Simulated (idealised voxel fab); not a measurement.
This section sets out a process module, namely voxel spacer lines.
The figure presents cross-section cut, which has a width of 210 nm and is divided into square cells with an edge length of 5 nm.
This document writes a cross-section as a grid whose cells are square, and gives it as bands, listed from the top down; one or more rows of cells form a band.
Per band: top height and bottom height in nm, followed by the left-to-right materials and their widths in nm; "everywhere" marks a single material spanning edge to edge, "empty" marks empty space.
It should be noted that heights are counted from 0, beneath which the wafer as supplied is of one material throughout, and that the lowest band possesses no lower boundary but continues downward, as written in "z 0 and below".
A width given as "30 to 40" starts at the first number in the band's top row and ends at the second number in its bottom row, shifting by an equal amount at every step from row to row.
"no alteration" for a step: no cell of the cross-section changed in that step.
In the "Enclosed void entries" entry, you get each enclosed empty space of 8 cells or more, one with no open way to the top, written width x height at distance, distance from the left edge, in nm.
Post-settings text on a step line: simulator's own remark regarding the step.
"overlay nm" denotes, for a step that has a mask, the displacement of the mask to the right of its planned place, with negative values corresponding to the left.
Below is the list of planned process steps:
| 1 | RECEIVE: material Si |
| 2 | CONFORMAL_DEP: material Al2O3, thk nm 5 |
| 3 | DIRECTIONAL_DEP: material polySi, thk nm 15 |
| 4 | DIRECTIONAL_DEP: material aC, thk nm 20 |
| 5 | PATTERN: tone cover, mask id MANDREL, material resist, width nm 15, pitch nm 60, thk nm 25, overlay nm 0 |
| 6 | DIRECTIONAL_ETCH: etch materials aC, depth nm 20 |
| 7 | STRIP: etch materials resist |
| 8 | CONFORMAL_DEP: material SiO2, thk nm 15 |
| 9 | DIRECTIONAL_ETCH: etch materials SiO2, depth nm 15 |
| 10 | STRIP: etch materials aC |
| 11 | DIRECTIONAL_ETCH: etch materials polySi, depth nm 15 |
| 12 | STRIP: etch materials SiO2 |
| 13 | FILL_DEP: material SiO2, thk nm 10 |
| 14 | CMP: height nm 20 |
The first of the two wafers, which ran as planned:
as received, after step 1:
- z 0 and below | Si everywhere
- Enclosed void entries: none
Cross-section through the wafer, step 2 finished:
- z 5 to 0 | Al2O3 everywhere
- Note: structure below 0 unchanged.
Cross-section through the wafer, step 3 finished:
- z 20 to 5 | polySi everywhere
- Note: structure below 5 unchanged.
Cross-section through the wafer, step 4 finished:
- z 40 to 20 | aC everywhere
- Note: structure below 20 unchanged.
Cross-section through the wafer, step 5 finished:
- z 65 to 40 | empty 65 nm; resist 15 nm; empty 45 nm; resist 15 nm; empty 70 nm
- Note: structure below 40 unchanged.
Cross-section through the wafer, step 6 finished:
- z 45 to 40 | empty 65 nm; resist 15 nm; empty 45 nm; resist 15 nm; empty 70 nm
- z 40 to 20 | empty 65 nm; aC 15 nm; empty 45 nm; aC 15 nm; empty 70 nm
- Note: structure below 20 unchanged.
Cross-section through the wafer, step 7 finished:
- z 40 to 20 | empty 65 nm; aC 15 nm; empty 45 nm; aC 15 nm; empty 70 nm
- Note: structure below 20 unchanged.
Cross-section through the wafer, step 8 finished:
- z 55 to 40 | empty 50 nm; SiO2 45 nm; empty 15 nm; SiO2 45 nm; empty 55 nm
- z 40 to 35 | empty 50 nm; SiO2 15 nm; aC 15 nm; SiO2 15 nm; empty 15 nm; SiO2 15 nm; aC 15 nm; SiO2 15 nm; empty 55 nm
- z 35 to 20 | SiO2 65 nm; aC 15 nm; SiO2 45 nm; aC 15 nm; SiO2 70 nm
- Note: structure below 20 unchanged.
Cross-section through the wafer, step 9 finished:
- z 40 to 20 | empty 50 nm; SiO2 15 nm; aC 15 nm; SiO2 15 nm; empty 15 nm; SiO2 15 nm; aC 15 nm; SiO2 15 nm; empty 55 nm
- Note: structure below 20 unchanged.
Cross-section through the wafer, step 10 finished:
- z 40 to 20 | empty 50 nm; SiO2 15 nm; empty 15 nm; SiO2 15 nm; empty 15 nm; SiO2 15 nm; empty 15 nm; SiO2 15 nm; empty 55 nm
- Note: structure below 20 unchanged.
Cross-section through the wafer, step 11 finished:
- z 40 to 20 | empty 50 nm; SiO2 15 nm; empty 15 nm; SiO2 15 nm; empty 15 nm; SiO2 15 nm; empty 15 nm; SiO2 15 nm; empty 55 nm
- z 20 to 5 | empty 50 nm; polySi 15 nm; empty 15 nm; polySi 15 nm; empty 15 nm; polySi 15 nm; empty 15 nm; polySi 15 nm; empty 55 nm
- Note: structure below 5 unchanged.
Cross-section through the wafer, step 12 finished:
- z 20 to 5 | empty 50 nm; polySi 15 nm; empty 15 nm; polySi 15 nm; empty 15 nm; polySi 15 nm; empty 15 nm; polySi 15 nm; empty 55 nm
- Note: structure below 5 unchanged.
Cross-section through the wafer, step 13 finished:
- z 30 to 20 | SiO2 everywhere
- z 20 to 5 | SiO2 50 nm; polySi 15 nm; SiO2 15 nm; polySi 15 nm; SiO2 15 nm; polySi 15 nm; SiO2 15 nm; polySi 15 nm; SiO2 55 nm
- Note: structure below 5 unchanged.
Cross-section through the wafer, step 14 finished:
- z 20 to 5 | SiO2 50 nm; polySi 15 nm; SiO2 15 nm; polySi 15 nm; SiO2 15 nm; polySi 15 nm; SiO2 15 nm; polySi 15 nm; SiO2 55 nm
- Note: structure below 5 unchanged.
The remaining wafer, second of the two, started like the first and was run to the same plan, except that one mistake was made along the way; the two coincide through step 1, inclusive:
The second wafer in cross-section, at the planned close of step 2: no alteration
The second wafer in cross-section, at the planned close of step 3:
- z 15 to 0 | polySi everywhere
- Note: structure below 0 unchanged.
The second wafer in cross-section, at the planned close of step 4:
- z 35 to 15 | aC everywhere
- Note: structure below 15 unchanged.
The second wafer in cross-section, at the planned close of step 5:
- z 60 to 35 | empty 65 nm; resist 15 nm; empty 45 nm; resist 15 nm; empty 70 nm
- Note: structure below 35 unchanged.
The second wafer in cross-section, at the planned close of step 6:
- z 40 to 35 | empty 65 nm; resist 15 nm; empty 45 nm; resist 15 nm; empty 70 nm
- z 35 to 15 | empty 65 nm; aC 15 nm; empty 45 nm; aC 15 nm; empty 70 nm
- Note: structure below 15 unchanged.
The second wafer in cross-section, at the planned close of step 7:
- z 35 to 15 | empty 65 nm; aC 15 nm; empty 45 nm; aC 15 nm; empty 70 nm
- Note: structure below 15 unchanged.
The second wafer in cross-section, at the planned close of step 8:
- z 50 to 35 | empty 50 nm; SiO2 45 nm; empty 15 nm; SiO2 45 nm; empty 55 nm
- z 35 to 30 | empty 50 nm; SiO2 15 nm; aC 15 nm; SiO2 15 nm; empty 15 nm; SiO2 15 nm; aC 15 nm; SiO2 15 nm; empty 55 nm
- z 30 to 15 | SiO2 65 nm; aC 15 nm; SiO2 45 nm; aC 15 nm; SiO2 70 nm
- Note: structure below 15 unchanged.
The second wafer in cross-section, at the planned close of step 9:
- z 35 to 15 | empty 50 nm; SiO2 15 nm; aC 15 nm; SiO2 15 nm; empty 15 nm; SiO2 15 nm; aC 15 nm; SiO2 15 nm; empty 55 nm
- Note: structure below 15 unchanged.
The second wafer in cross-section, at the planned close of step 10:
- z 35 to 15 | empty 50 nm; SiO2 15 nm; empty 15 nm; SiO2 15 nm; empty 15 nm; SiO2 15 nm; empty 15 nm; SiO2 15 nm; empty 55 nm
- Note: structure below 15 unchanged.
The second wafer in cross-section, at the planned close of step 11:
- z 35 to 15 | empty 50 nm; SiO2 15 nm; empty 15 nm; SiO2 15 nm; empty 15 nm; SiO2 15 nm; empty 15 nm; SiO2 15 nm; empty 55 nm
- z 15 to 0 | empty 50 nm; polySi 15 nm; empty 15 nm; polySi 15 nm; empty 15 nm; polySi 15 nm; empty 15 nm; polySi 15 nm; empty 55 nm
- Note: structure below 0 unchanged.
The second wafer in cross-section, at the planned close of step 12:
- z 15 to 0 | empty 50 nm; polySi 15 nm; empty 15 nm; polySi 15 nm; empty 15 nm; polySi 15 nm; empty 15 nm; polySi 15 nm; empty 55 nm
- Note: structure below 0 unchanged.
The second wafer in cross-section, at the planned close of step 13:
- z 25 to 15 | SiO2 everywhere
- z 15 to 0 | SiO2 50 nm; polySi 15 nm; SiO2 15 nm; polySi 15 nm; SiO2 15 nm; polySi 15 nm; SiO2 15 nm; polySi 15 nm; SiO2 55 nm
- Note: structure below 0 unchanged.
The second wafer in cross-section, at the planned close of step 14:
- z 20 to 15 | SiO2 everywhere
- Note: structure below 15 unchanged.
Against the plan, the run slipped here: step 2 in the plan did not get run; it was skipped
Count the cells at the end and the second wafer has more or fewer of some materials than the first: Al2O3: 42 fewer; SiO2: 42 more
